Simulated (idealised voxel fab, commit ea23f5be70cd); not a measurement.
Presented below is a process module, voxel self aligned vias.
Section shown: cut. Width: 300 nm. Cell size: 5 nm, square.
Think of the cross-section as a grid of square cells. We describe it in bands, top to bottom, and each band covers one or more rows of those cells. Look at the band entry: it leads with the top's height and the bottom's height in nm. Then it lists the materials left to right, with a width in nm for each. The word "edge to edge" on a single material says that material fills the band edge to edge. The word "blank" is empty space. Note: height 0 marks the level under which the wafer is uniformly one material as received. Lowest band unbounded below, written "top 0, no bottom". A two-number width, for instance "30 to 40", indicates that the width is equal to the first number in the top row of the band and to the second number in the bottom row, and that it changes by a constant amount per row of cells. "no change occurred" means the step left every cell of the cross-section as it was. "Non-vented voids" - sealed voids, min. 8 cells, no opening to top; format: width x height at distance (distance from left edge; nm throughout). Past the settings on a step's line: simulator remark, on that step. "overlay nm" on a masked step: distance the mask lay right of its planned place, negative for left. Below you will find pairs of cross-sections. In each, one shows the wafer before one process step and the other after it, with the after view ending at the lowest band that changed. Under each pair is the step separating them, along with its settings. Do not assume the pairs form a chain: they can come from different runs of this module on the same starting wafer, and a pair continues from the pair above it only when its "Before step" entry says so.
Before step
* top 60, bottom 40: SiO2 edge to edge
* top 40, bottom 35: SiN edge to edge
* top 35, bottom 30: SiO2 (75); SiN (30); SiO2 (30); SiN (30); SiO2 (30); SiN (30); SiO2 (75)
* top 30, bottom 20: SiO2 (75); TiN (5); W (20); TiN (5); SiO2 (30); TiN (5); W (20); TiN (5); SiO2 (30); TiN (5); W (20); TiN (5); SiO2 (75)
* top 20, bottom 15: SiO2 (75); TiN (30); SiO2 (30); TiN (30); SiO2 (30); TiN (30); SiO2 (75)
* top 15, bottom 10: SiCN edge to edge
* top 10, bottom 0: SiO2 edge to edge
* top 0, no bottom: Si edge to edge
* Non-vented voids: none
Cross-Section After Step
* top 60, bottom 40: SiO2 (70); blank (40); SiO2 (80); blank (40); SiO2 (70)
* At heights below 40, the structure remains unaltered.
* Non-vented voids: none
Processing between the before and after sections above: MASKED_ETCH,tone open,mask id VIAS,width nm 40,pitch nm 120,etch materials SiO2,depth nm 20,overlay nm 0
Before step: Reference is made to the cross-section shown after the step in the pair directly above, which represents the state prior to this step.
Cross-Section After Step
* top 60, bottom 40: SiO2 (70); blank (40); SiO2 (80); blank (40); SiO2 (70)
* top 40, bottom 35: SiN (70); blank (40); SiN (80); blank (40); SiN (70)
* top 35, bottom 30: SiO2 (75); blank (30); SiO2 (30); SiN (30); SiO2 (30); blank (30); SiO2 (75)
* At heights below 30, the structure remains unaltered.
* Non-vented voids: none
Processing between the before and after sections above: MASKED_ETCH,tone open,mask id VIAS,width nm 40,pitch nm 120,etch materials SiN,depth nm 10,overlay nm 0
Before step: Reference is made to the cross-section shown after the step in the pair directly above, which represents the state prior to this step.
Cross-Section After Step
* top 65, bottom 60: TiN (75); blank (30); TiN (90); blank (30); TiN (75)
* top 60, bottom 40: SiO2 (70); TiN (5); blank (30); TiN (5); SiO2 (80); TiN (5); blank (30); TiN (5); SiO2 (70)
* top 40, bottom 35: SiN (70); TiN (10); blank (20); TiN (10); SiN (80); TiN (10); blank (20); TiN (10); SiN (70)
* top 35, bottom 30: SiO2 (75); TiN (30); SiO2 (30); SiN (30); SiO2 (30); TiN (30); SiO2 (75)
* At heights below 30, the structure remains unaltered.
* Non-vented voids: none
Processing between the before and after sections above: CONFORMAL_DEP,material TiN,thk nm 5
Before step: Reference is made to the cross-section shown after the step in the pair directly above, which represents the state prior to this step.
Cross-Section After Step
* top 70, bottom 65: W edge to edge
* top 65, bottom 60: TiN (75); W (30); TiN (90); W (30); TiN (75)
* top 60, bottom 40: SiO2 (70); TiN (5); W (30); TiN (5); SiO2 (80); TiN (5); W (30); TiN (5); SiO2 (70)
* top 40, bottom 35: SiN (70); TiN (10); W (20); TiN (10); SiN (80); TiN (10); W (20); TiN (10); SiN (70)
* At heights below 35, the structure remains unaltered.
* Non-vented voids: none
Processing between the before and after sections above: FILL_DEP,material W,thk nm 5
Before step: Reference is made to the cross-section shown after the step in the pair directly above, which represents the state prior to this step.
Cross-Section After Step
* top 60, bottom 40: SiO2 (70); TiN (5); W (30); TiN (5); SiO2 (80); TiN (5); W (30); TiN (5); SiO2 (70)
* At heights below 40, the structure remains unaltered.
* Non-vented voids: none
Processing between the before and after sections above: CMP,height nm 60
Before step: Reference is made to the cross-section shown after the step in the pair directly above, which represents the state prior to this step.
Cross-Section After Step
* top 65, bottom 60: SiN edge to edge
* At heights below 60, the structure remains unaltered.
* Non-vented voids: none
Processing between the before and after sections above: CONFORMAL_DEP,material SiN,thk nm 5
Before step
* top 60, bottom 40: SiO2 edge to edge
* top 40, bottom 30: SiO2 (75); SiN (30); SiO2 (30); SiN (30); SiO2 (30); SiN (30); SiO2 (75)
* top 30, bottom 20: SiO2 (75); TiN (5); W (20); TiN (5); SiO2 (30); TiN (5); W (20); TiN (5); SiO2 (30); TiN (5); W (20); TiN (5); SiO2 (75)
* top 20, bottom 15: SiO2 (75); TiN (30); SiO2 (30); TiN (30); SiO2 (30); TiN (30); SiO2 (75)
* top 15, bottom 10: SiCN edge to edge
* top 10, bottom 0: SiO2 edge to edge
* top 0, no bottom: Si edge to edge
* Non-vented voids: none
Cross-Section After Step
* top 60, bottom 40: SiO2 (65); blank (50); SiO2 (70); blank (50); SiO2 (65)
* At heights below 40, the structure remains unaltered.
* Non-vented voids: none
Processing between the before and after sections above: MASKED_ETCH,tone open,mask id VIAS,width nm 50,pitch nm 120,etch materials SiO2,depth nm 20,overlay nm 0
Before step: Reference is made to the cross-section shown after the step in the pair directly above, which represents the state prior to this step.
Cross-Section After Step
* top 60, bottom 40: SiO2 (65); blank (50); SiO2 (70); blank (50); SiO2 (65)
* top 40, bottom 30: SiO2 (75); blank (30); SiO2 (30); SiN (30); SiO2 (30); blank (30); SiO2 (75)
* At heights below 30, the structure remains unaltered.
* Non-vented voids: none
Processing between the before and after sections above: MASKED_ETCH,tone open,mask id VIAS,width nm 40,pitch nm 120,etch materials SiN,depth nm 10,overlay nm 0
Before step: Reference is made to the cross-section shown after the step in the pair directly above, which represents the state prior to this step.
Cross-Section After Step
* top 65, bottom 60: TiN (70); blank (40); TiN (80); blank (40); TiN (70)
* top 60, bottom 45: SiO2 (65); TiN (5); blank (40); TiN (5); SiO2 (70); TiN (5); blank (40); TiN (5); SiO2 (65)
* top 45, bottom 40: SiO2 (65); TiN (15); blank (20); TiN (15); SiO2 (70); TiN (15); blank (20); TiN (15); SiO2 (65)
* top 40, bottom 35: SiO2 (75); TiN (5); blank (20); TiN (5); SiO2 (30); SiN (30); SiO2 (30); TiN (5); blank (20); TiN (5); SiO2 (75)
* top 35, bottom 30: SiO2 (75); TiN (30); SiO2 (30); SiN (30); SiO2 (30); TiN (30); SiO2 (75)
* At heights below 30, the structure remains unaltered.
* Non-vented voids: none
Processing between the before and after sections above: CONFORMAL_DEP,material TiN,thk nm 5
Before step: Reference is made to the cross-section shown after the step in the pair directly above, which represents the state prior to this step.
Cross-Section After Step
* top 70, bottom 65: W edge to edge
* top 65, bottom 60: TiN (70); W (40); TiN (80); W (40); TiN (70)
* top 60, bottom 45: SiO2 (65); TiN (5); W (40); TiN (5); SiO2 (70); TiN (5); W (40); TiN (5); SiO2 (65)
* top 45, bottom 40: SiO2 (65); TiN (15); W (20); TiN (15); SiO2 (70); TiN (15); W (20); TiN (15); SiO2 (65)
* top 40, bottom 35: SiO2 (75); TiN (5); W (20); TiN (5); SiO2 (30); SiN (30); SiO2 (30); TiN (5); W (20); TiN (5); SiO2 (75)
* At heights below 35, the structure remains unaltered.
* Non-vented voids: none
Processing between the before and after sections above: FILL_DEP,material W,thk nm 5
Before step: Reference is made to the cross-section shown after the step in the pair directly above, which represents the state prior to this step.
Cross-Section After Step
* top 60, bottom 45: SiO2 (65); TiN (5); W (40); TiN (5); SiO2 (70); TiN (5); W (40); TiN (5); SiO2 (65)
* At heights below 45, the structure remains unaltered.
* Non-vented voids: none
Processing between the before and after sections above: CMP,height nm 60
Before step: Reference is made to the cross-section shown after the step in the pair directly above, which represents the state prior to this step.
Cross-Section After Step
* top 65, bottom 60: SiN edge to edge
* At heights below 60, the structure remains unaltered.
* Non-vented voids: none
Processing between the before and after sections above: CONFORMAL_DEP,material SiN,thk nm 5
Before step
* top 60, bottom 40: SiO2 (70); blank (40); SiO2 (80); blank (40); SiO2 (70)
* top 40, bottom 30: SiO2 (75); SiN (30); SiO2 (30); SiN (30); SiO2 (30); SiN (30); SiO2 (75)
* top 30, bottom 20: SiO2 (75); TiN (5); W (20); TiN (5); SiO2 (30); TiN (5); W (20); TiN (5); SiO2 (30); TiN (5); W (20); TiN (5); SiO2 (75)
* top 20, bottom 15: SiO2 (75); TiN (30); SiO2 (30); TiN (30); SiO2 (30); TiN (30); SiO2 (75)
* top 15, bottom 10: SiCN edge to edge
* top 10, bottom 0: SiO2 edge to edge
* top 0, no bottom: Si edge to edge
* Non-vented voids: none
Cross-Section After Step
* top 60, bottom 40: SiO2 (70); blank (40); SiO2 (80); blank (40); SiO2 (70)
* top 40, bottom 30: SiO2 (75); blank (25); SiN (5); SiO2 (30); SiN (30); SiO2 (30); blank (25); SiN (5); SiO2 (75)
* At heights below 30, the structure remains unaltered.
* Non-vented voids: none
Processing between the before and after sections above: MASKED_ETCH,tone open,mask id VIAS,width nm 40,pitch nm 120,etch materials SiN,depth nm 10,overlay nm -10
Before step: Reference is made to the cross-section shown after the step in the pair directly above, which represents the state prior to this step.
Cross-Section After Step
* top 65, bottom 60: TiN (75); blank (30); TiN (90); blank (30); TiN (75)
* top 60, bottom 45: SiO2 (70); TiN (5); blank (30); TiN (5); SiO2 (80); TiN (5); blank (30); TiN (5); SiO2 (70)
* top 45, bottom 40: SiO2 (70); TiN (10); blank (15); TiN (15); SiO2 (80); TiN (10); blank (15); TiN (15); SiO2 (70)
* top 40, bottom 35: SiO2 (75); TiN (5); blank (15); TiN (5); SiN (5); SiO2 (30); SiN (30); SiO2 (30); TiN (5); blank (15); TiN (5); SiN (5); SiO2 (75)
* top 35, bottom 30: SiO2 (75); TiN (25); SiN (5); SiO2 (30); SiN (30); SiO2 (30); TiN (25); SiN (5); SiO2 (75)
* At heights below 30, the structure remains unaltered.
* Non-vented voids: none
Processing between the before and after sections above: CONFORMAL_DEP,material TiN,thk nm 5
Before step: Reference is made to the cross-section shown after the step in the pair directly above, which represents the state prior to this step.
Cross-Section After Step
* top 70, bottom 65: W edge to edge
* top 65, bottom 60: TiN (75); W (30); TiN (90); W (30); TiN (75)
* top 60, bottom 45: SiO2 (70); TiN (5); W (30); TiN (5); SiO2 (80); TiN (5); W (30); TiN (5); SiO2 (70)
* top 45, bottom 40: SiO2 (70); TiN (10); W (15); TiN (15); SiO2 (80); TiN (10); W (15); TiN (15); SiO2 (70)
* top 40, bottom 35: SiO2 (75); TiN (5); W (15); TiN (5); SiN (5); SiO2 (30); SiN (30); SiO2 (30); TiN (5); W (15); TiN (5); SiN (5); SiO2 (75)
* At heights below 35, the structure remains unaltered.
* Non-vented voids: none
Processing between the before and after sections above: FILL_DEP,material W,thk nm 5
Before step: Reference is made to the cross-section shown after the step in the pair directly above, which represents the state prior to this step.
Cross-Section After Step
* top 60, bottom 45: SiO2 (70); TiN (5); W (30); TiN (5); SiO2 (80); TiN (5); W (30); TiN (5); SiO2 (70)
* At heights below 45, the structure remains unaltered.
* Non-vented voids: none
Processing between the before and after sections above: CMP,height nm 60
Before step: Reference is made to the cross-section shown after the step in the pair directly above, which represents the state prior to this step.
Cross-Section After Step
* top 65, bottom 60: SiN edge to edge
* At heights below 60, the structure remains unaltered.
* Non-vented voids: none
Processing between the before and after sections above: CONFORMAL_DEP,material SiN,thk nm 5
Before step
* top 10, bottom 0: SiO2 edge to edge
* top 0, no bottom: Si edge to edge
* Non-vented voids: none
Cross-Section After Step
* top 15, bottom 0: SiO2 edge to edge
* At heights below 0, the structure remains unaltered.
* Non-vented voids: none
Processing between the before and after sections above: CONFORMAL_DEP,material SiO2,thk nm 5
Before step: Reference is made to the cross-section shown after the step in the pair directly above, which represents the state prior to this step.
Cross-Section After Step
* top 40, bottom 0: SiO2 edge to edge
* At heights below 0, the structure remains unaltered.
* Non-vented voids: none
Processing between the before and after sections above: DIRECTIONAL_DEP,material SiO2,thk nm 25
Before step: Reference is made to the cross-section shown after the step in the pair directly above, which represents the state prior to this step.
Cross-Section After Step
* top 55, bottom 40: aC edge to edge
* At heights below 40, the structure remains unaltered.
* Non-vented voids: none
Processing between the before and after sections above: DIRECTIONAL_DEP,material aC,thk nm 15
Before step: Reference is made to the cross-section shown after the step in the pair directly above, which represents the state prior to this step.
Cross-Section After Step
* top 85, bottom 55: resist (75); blank (30); resist (30); blank (30); resist (30); blank (30); resist (75)
* At heights below 55, the structure remains unaltered.
* Non-vented voids: none
Processing between the before and after sections above: PATTERN,tone open,mask id LINES,material resist,width nm 30,pitch nm 60,thk nm 30,overlay nm 0
Before step: Reference is made to the cross-section shown after the step in the pair directly above, which represents the state prior to this step.
Cross-Section After Step
* top 70, bottom 55: resist (75); blank (30); resist (30); blank (30); resist (30); blank (30); resist (75)
* top 55, bottom 40: aC (75); blank (30); aC (30); blank (30); aC (30); blank (30); aC (75)
* At heights below 40, the structure remains unaltered.
* Non-vented voids: none
Processing between the before and after sections above: DIRECTIONAL_ETCH,etch materials aC,depth nm 15
Before step: Reference is made to the cross-section shown after the step in the pair directly above, which represents the state prior to this step.
Cross-Section After Step
* top 55, bottom 40: aC (75); blank (30); aC (30); blank (30); aC (30); blank (30); aC (75)
* At heights below 40, the structure remains unaltered.
* Non-vented voids: none
Processing between the before and after sections above: STRIP,etch materials resist
Before step: Reference is made to the cross-section shown after the step in the pair directly above, which represents the state prior to this step.
Cross-Section After Step
* top 55, bottom 40: aC (75); blank (30); aC (30); blank (30); aC (30); blank (30); aC (75)
* top 40, bottom 15: SiO2 (75); blank (30); SiO2 (30); blank (30); SiO2 (30); blank (30); SiO2 (75)
* At heights below 15, the structure remains unaltered.
* Non-vented voids: none
Processing between the before and after sections above: DIRECTIONAL_ETCH,etch materials SiO2,depth nm 25
Before step: Reference is made to the cross-section shown after the step in the pair directly above, which represents the state prior to this step.
Cross-Section After Step
* top 40, bottom 15: SiO2 (75); blank (30); SiO2 (30); blank (30); SiO2 (30); blank (30); SiO2 (75)
* At heights below 15, the structure remains unaltered.
* Non-vented voids: none
Processing between the before and after sections above: STRIP,etch materials aC
Before step: Reference is made to the cross-section shown after the step in the pair directly above, which represents the state prior to this step.
Cross-Section After Step
* top 45, bottom 40: TiN (80); blank (20); TiN (40); blank (20); TiN (40); blank (20); TiN (80)
* top 40, bottom 20: SiO2 (75); TiN (5); blank (20); TiN (5); SiO2 (30); TiN (5); blank (20); TiN (5); SiO2 (30); TiN (5); blank (20); TiN (5); SiO2 (75)
* top 20, bottom 15: SiO2 (75); TiN (30); SiO2 (30); TiN (30); SiO2 (30); TiN (30); SiO2 (75)
* At heights below 15, the structure remains unaltered.
* Non-vented voids: none
Processing between the before and after sections above: CONFORMAL_DEP,material TiN,thk nm 5
Before step: Reference is made to the cross-section shown after the step in the pair directly above, which represents the state prior to this step.
Cross-Section After Step
* top 50, bottom 45: W edge to edge
* top 45, bottom 40: TiN (80); W (20); TiN (40); W (20); TiN (40); W (20); TiN (80)
* top 40, bottom 20: SiO2 (75); TiN (5); W (20); TiN (5); SiO2 (30); TiN (5); W (20); TiN (5); SiO2 (30); TiN (5); W (20); TiN (5); SiO2 (75)
* At heights below 20, the structure remains unaltered.
* Non-vented voids: none
Processing between the before and after sections above: FILL_DEP,material W,thk nm 5
Before step: Reference is made to the cross-section shown after the step in the pair directly above, which represents the state prior to this step.
Cross-Section After Step
* top 40, bottom 20: SiO2 (75); TiN (5); W (20); TiN (5); SiO2 (30); TiN (5); W (20); TiN (5); SiO2 (30); TiN (5); W (20); TiN (5); SiO2 (75)
* At heights below 20, the structure remains unaltered.
* Non-vented voids: none
Processing between the before and after sections above: CMP,height nm 40
Before step: Reference is made to the cross-section shown after the step in the pair directly above, which represents the state prior to this step.
Cross-Section After Step
* top 40, bottom 30: SiO2 (75); blank (30); SiO2 (30); blank (30); SiO2 (30); blank (30); SiO2 (75)
* At heights below 30, the structure remains unaltered.
* Non-vented voids: none
Processing between the before and after sections above: SELECTIVE_ETCH,etch materials W Ru TiN,depth nm 10
Before step: Reference is made to the cross-section shown after the step in the pair directly above, which represents the state prior to this step.
Cross-Section After Step
* top 50, bottom 40: SiN edge to edge
* top 40, bottom 30: SiO2 (75); SiN (30); SiO2 (30); SiN (30); SiO2 (30); SiN (30); SiO2 (75)
* At heights below 30, the structure remains unaltered.
* Non-vented voids: none
Processing between the before and after sections above: FILL_DEP,material SiN,thk nm 10
Before step: Reference is made to the cross-section shown after the step in the pair directly above, which represents the state prior to this step.
Cross-Section After Step
* top 40, bottom 30: SiO2 (75); SiN (30); SiO2 (30); SiN (30); SiO2 (30); SiN (30); SiO2 (75)
* At heights below 30, the structure remains unaltered.
* Non-vented voids: none
Processing between the before and after sections above: CMP,height nm 40
Before step: Reference is made to the cross-section shown after the step in the pair directly above, which represents the state prior to this step.
Cross-Section After Step
* top 60, bottom 40: SiO2 edge to edge
* At heights below 40, the structure remains unaltered.
* Non-vented voids: none
Processing between the before and after sections above: DIRECTIONAL_DEP,material SiO2,thk nm 20
Before step: Reference is made to the cross-section shown after the step in the pair directly above, which represents the state prior to this step.
Cross-Section After Step
* top 60, bottom 40: SiO2 (70); blank (40); SiO2 (80); blank (40); SiO2 (70)
* At heights below 40, the structure remains unaltered.
* Non-vented voids: none
Processing between the before and after sections above: MASKED_ETCH,tone open,mask id VIAS,width nm 40,pitch nm 120,etch materials SiO2,depth nm 20,overlay nm 0
Before step: Reference is made to the cross-section shown after the step in the pair directly above, which represents the state prior to this step.
Cross-Section After Step
* top 60, bottom 40: SiO2 (70); blank (40); SiO2 (80); blank (40); SiO2 (70)
* top 40, bottom 30: SiO2 (75); blank (30); SiO2 (30); SiN (30); SiO2 (30); blank (30); SiO2 (75)
* At heights below 30, the structure remains unaltered.
* Non-vented voids: none
Processing between the before and after sections above: MASKED_ETCH,tone open,mask id VIAS,width nm 40,pitch nm 120,etch materials SiN,depth nm 10,overlay nm 0
Before step: Reference is made to the cross-section shown after the step in the pair directly above, which represents the state prior to this step.
Cross-Section After Step
* top 65, bottom 60: TiN (75); blank (30); TiN (90); blank (30); TiN (75)
* top 60, bottom 45: SiO2 (70); TiN (5); blank (30); TiN (5); SiO2 (80); TiN (5); blank (30); TiN (5); SiO2 (70)
* top 45, bottom 40: SiO2 (70); TiN (10); blank (20); TiN (10); SiO2 (80); TiN (10); blank (20); TiN (10); SiO2 (70)
* top 40, bottom 35: SiO2 (75); TiN (5); blank (20); TiN (5); SiO2 (30); SiN (30); SiO2 (30); TiN (5); blank (20); TiN (5); SiO2 (75)
* top 35, bottom 30: SiO2 (75); TiN (30); SiO2 (30); SiN (30); SiO2 (30); TiN (30); SiO2 (75)
* At heights below 30, the structure remains unaltered.
* Non-vented voids: none
Processing between the before and after sections above: CONFORMAL_DEP,material TiN,thk nm 5
Before step: Reference is made to the cross-section shown after the step in the pair directly above, which represents the state prior to this step.
Cross-Section After Step
* top 70, bottom 65: W edge to edge
* top 65, bottom 60: TiN (75); W (30); TiN (90); W (30); TiN (75)
* top 60, bottom 45: SiO2 (70); TiN (5); W (30); TiN (5); SiO2 (80); TiN (5); W (30); TiN (5); SiO2 (70)
* top 45, bottom 40: SiO2 (70); TiN (10); W (20); TiN (10); SiO2 (80); TiN (10); W (20); TiN (10); SiO2 (70)
* top 40, bottom 35: SiO2 (75); TiN (5); W (20); TiN (5); SiO2 (30); SiN (30); SiO2 (30); TiN (5); W (20); TiN (5); SiO2 (75)
* At heights below 35, the structure remains unaltered.
* Non-vented voids: none
Processing between the before and after sections above: FILL_DEP,material W,thk nm 5
Before step: Reference is made to the cross-section shown after the step in the pair directly above, which represents the state prior to this step.
Cross-Section After Step
* top 60, bottom 45: SiO2 (70); TiN (5); W (30); TiN (5); SiO2 (80); TiN (5); W (30); TiN (5); SiO2 (70)
* At heights below 45, the structure remains unaltered.
* Non-vented voids: none
Processing between the before and after sections above: CMP,height nm 60
Before step: Reference is made to the cross-section shown after the step in the pair directly above, which represents the state prior to this step.
Cross-Section After Step
* top 65, bottom 60: SiN edge to edge
* At heights below 60, the structure remains unaltered.
* Non-vented voids: none
Processing between the before and after sections above: CONFORMAL_DEP,material SiN,thk nm 5
Before step
* top 55, bottom 40: aC edge to edge
* top 40, bottom 15: SiO2 edge to edge
* top 15, bottom 10: SiCN edge to edge
* top 10, bottom 0: SiO2 edge to edge
* top 0, no bottom: Si edge to edge
* Non-vented voids: none
Cross-Section After Step
* top 85, bottom 55: blank (75); resist (30); blank (30); resist (30); blank (30); resist (30); blank (75)
* At heights below 55, the structure remains unaltered.
* Non-vented voids: none
Processing between the before and after sections above: PATTERN,tone cover,mask id LINES,material resist,width nm 30,pitch nm 60,thk nm 30,overlay nm 0
Before step: Reference is made to the cross-section shown after the step in the pair directly above, which represents the state prior to this step.
Cross-Section After Step
* top 70, bottom 55: blank (75); resist (30); blank (30); resist (30); blank (30); resist (30); blank (75)
* top 55, bottom 40: blank (75); aC (30); blank (30); aC (30); blank (30); aC (30); blank (75)
* At heights below 40, the structure remains unaltered.
* Non-vented voids: none
Processing between the before and after sections above: DIRECTIONAL_ETCH,etch materials aC,depth nm 15
Before step: Reference is made to the cross-section shown after the step in the pair directly above, which represents the state prior to this step.
Cross-Section After Step
* top 55, bottom 40: blank (75); aC (30); blank (30); aC (30); blank (30); aC (30); blank (75)
* At heights below 40, the structure remains unaltered.
* Non-vented voids: none
Processing between the before and after sections above: STRIP,etch materials resist
Before step: Reference is made to the cross-section shown after the step in the pair directly above, which represents the state prior to this step.
Cross-Section After Step
* top 55, bottom 40: blank (75); aC (30); blank (30); aC (30); blank (30); aC (30); blank (75)
* top 40, bottom 15: blank (75); SiO2 (30); blank (30); SiO2 (30); blank (30); SiO2 (30); blank (75)
* At heights below 15, the structure remains unaltered.
* Non-vented voids: none
Processing between the before and after sections above: DIRECTIONAL_ETCH,etch materials SiO2,depth nm 25
Before step: Reference is made to the cross-section shown after the step in the pair directly above, which represents the state prior to this step.
Cross-Section After Step
* top 40, bottom 15: blank (75); SiO2 (30); blank (30); SiO2 (30); blank (30); SiO2 (30); blank (75)
* At heights below 15, the structure remains unaltered.
* Non-vented voids: none
Processing between the before and after sections above: STRIP,etch materials aC
Before step: Reference is made to the cross-section shown after the step in the pair directly above, which represents the state prior to this step.
Cross-Section After Step
* top 45, bottom 40: blank (70); TiN (40); blank (20); TiN (40); blank (20); TiN (40); blank (70)
* top 40, bottom 20: blank (70); TiN (5); SiO2 (30); TiN (5); blank (20); TiN (5); SiO2 (30); TiN (5); blank (20); TiN (5); SiO2 (30); TiN (5); blank (70)
* top 20, bottom 15: TiN (75); SiO2 (30); TiN (30); SiO2 (30); TiN (30); SiO2 (30); TiN (75)
* At heights below 15, the structure remains unaltered.
* Non-vented voids: none
Processing between the before and after sections above: CONFORMAL_DEP,material TiN,thk nm 5
Before step: Reference is made to the cross-section shown after the step in the pair directly above, which represents the state prior to this step.
Cross-Section After Step
* top 50, bottom 45: W edge to edge
* top 45, bottom 40: W (70); TiN (40); W (20); TiN (40); W (20); TiN (40); W (70)
* top 40, bottom 20: W (70); TiN (5); SiO2 (30); TiN (5); W (20); TiN (5); SiO2 (30); TiN (5); W (20); TiN (5); SiO2 (30); TiN (5); W (70)
* At heights below 20, the structure remains unaltered.
* Non-vented voids: none
Processing between the before and after sections above: FILL_DEP,material W,thk nm 5
Before step: Reference is made to the cross-section shown after the step in the pair directly above, which represents the state prior to this step.
Cross-Section After Step
* top 40, bottom 20: W (70); TiN (5); SiO2 (30); TiN (5); W (20); TiN (5); SiO2 (30); TiN (5); W (20); TiN (5); SiO2 (30); TiN (5); W (70)
* At heights below 20, the structure remains unaltered.
* Non-vented voids: none
Processing between the before and after sections above: CMP,height nm 40
Before step: Reference is made to the cross-section shown after the step in the pair directly above, which represents the state prior to this step.
Cross-Section After Step
* top 40, bottom 30: blank (75); SiO2 (30); blank (30); SiO2 (30); blank (30); SiO2 (30); blank (75)
* At heights below 30, the structure remains unaltered.
* Non-vented voids: none
Processing between the before and after sections above: SELECTIVE_ETCH,etch materials W Ru TiN,depth nm 10
Before step: Reference is made to the cross-section shown after the step in the pair directly above, which represents the state prior to this step.
Cross-Section After Step
* top 50, bottom 40: SiN edge to edge
* top 40, bottom 30: SiN (75); SiO2 (30); SiN (30); SiO2 (30); SiN (30); SiO2 (30); SiN (75)
* At heights below 30, the structure remains unaltered.
* Non-vented voids: none
Processing between the before and after sections above: FILL_DEP,material SiN,thk nm 10
Before step: Reference is made to the cross-section shown after the step in the pair directly above, which represents the state prior to this step.
Cross-Section After Step
* top 40, bottom 30: SiN (75); SiO2 (30); SiN (30); SiO2 (30); SiN (30); SiO2 (30); SiN (75)
* At heights below 30, the structure remains unaltered.
* Non-vented voids: none
Processing between the before and after sections above: CMP,height nm 40
Before step: Reference is made to the cross-section shown after the step in the pair directly above, which represents the state prior to this step.
Cross-Section After Step
* top 60, bottom 40: SiO2 edge to edge
* At heights below 40, the structure remains unaltered.
* Non-vented voids: none
Processing between the before and after sections above: DIRECTIONAL_DEP,material SiO2,thk nm 20
Before step: Reference is made to the cross-section shown after the step in the pair directly above, which represents the state prior to this step.
Cross-Section After Step
* top 60, bottom 40: SiO2 (70); blank (40); SiO2 (80); blank (40); SiO2 (70)
* At heights below 40, the structure remains unaltered.
* Non-vented voids: none
Processing between the before and after sections above: MASKED_ETCH,tone open,mask id VIAS,width nm 40,pitch nm 120,etch materials SiO2,depth nm 20,overlay nm 0
Before step: Reference is made to the cross-section shown after the step in the pair directly above, which represents the state prior to this step.
Cross-Section After Step
* top 60, bottom 40: SiO2 (70); blank (40); SiO2 (80); blank (40); SiO2 (70)
* top 40, bottom 30: SiN (70); blank (5); SiO2 (30); blank (5); SiN (25); SiO2 (30); SiN (25); blank (5); SiO2 (30); blank (5); SiN (70)
* At heights below 30, the structure remains unaltered.
* Non-vented voids: none
Processing between the before and after sections above: MASKED_ETCH,tone open,mask id VIAS,width nm 40,pitch nm 120,etch materials SiN,depth nm 10,overlay nm 0
Before step: Reference is made to the cross-section shown after the step in the pair directly above, which represents the state prior to this step.
Cross-Section After Step
* top 65, bottom 60: TiN (75); blank (30); TiN (90); blank (30); TiN (75)
* top 60, bottom 45: SiO2 (70); TiN (5); blank (30); TiN (5); SiO2 (80); TiN (5); blank (30); TiN (5); SiO2 (70)
* top 45, bottom 40: SiO2 (70); TiN (40); SiO2 (80); TiN (40); SiO2 (70)
* top 40, bottom 30: SiN (70); TiN (5); SiO2 (30); TiN (5); SiN (25); SiO2 (30); SiN (25); TiN (5); SiO2 (30); TiN (5); SiN (70)
* At heights below 30, the structure remains unaltered.
* Non-vented voids: none
Processing between the before and after sections above: CONFORMAL_DEP,material TiN,thk nm 5
Before step: Reference is made to the cross-section shown after the step in the pair directly above, which represents the state prior to this step.
Cross-Section After Step
* top 70, bottom 65: W edge to edge
* top 65, bottom 60: TiN (75); W (30); TiN (90); W (30); TiN (75)
* top 60, bottom 45: SiO2 (70); TiN (5); W (30); TiN (5); SiO2 (80); TiN (5); W (30); TiN (5); SiO2 (70)
* At heights below 45, the structure remains unaltered.
* Non-vented voids: none
Processing between the before and after sections above: FILL_DEP,material W,thk nm 5
Before step: Reference is made to the cross-section shown after the step in the pair directly above, which represents the state prior to this step.
Cross-Section After Step
* top 60, bottom 45: SiO2 (70); TiN (5); W (30); TiN (5); SiO2 (80); TiN (5); W (30); TiN (5); SiO2 (70)
* At heights below 45, the structure remains unaltered.
* Non-vented voids: none
Processing between the before and after sections above: CMP,height nm 60
Before step: Reference is made to the cross-section shown after the step in the pair directly above, which represents the state prior to this step.
Cross-Section After Step
* top 65, bottom 60: SiN edge to edge
* At heights below 60, the structure remains unaltered.
* Non-vented voids: none
Processing between the before and after sections above: CONFORMAL_DEP,material SiN,thk nm 5
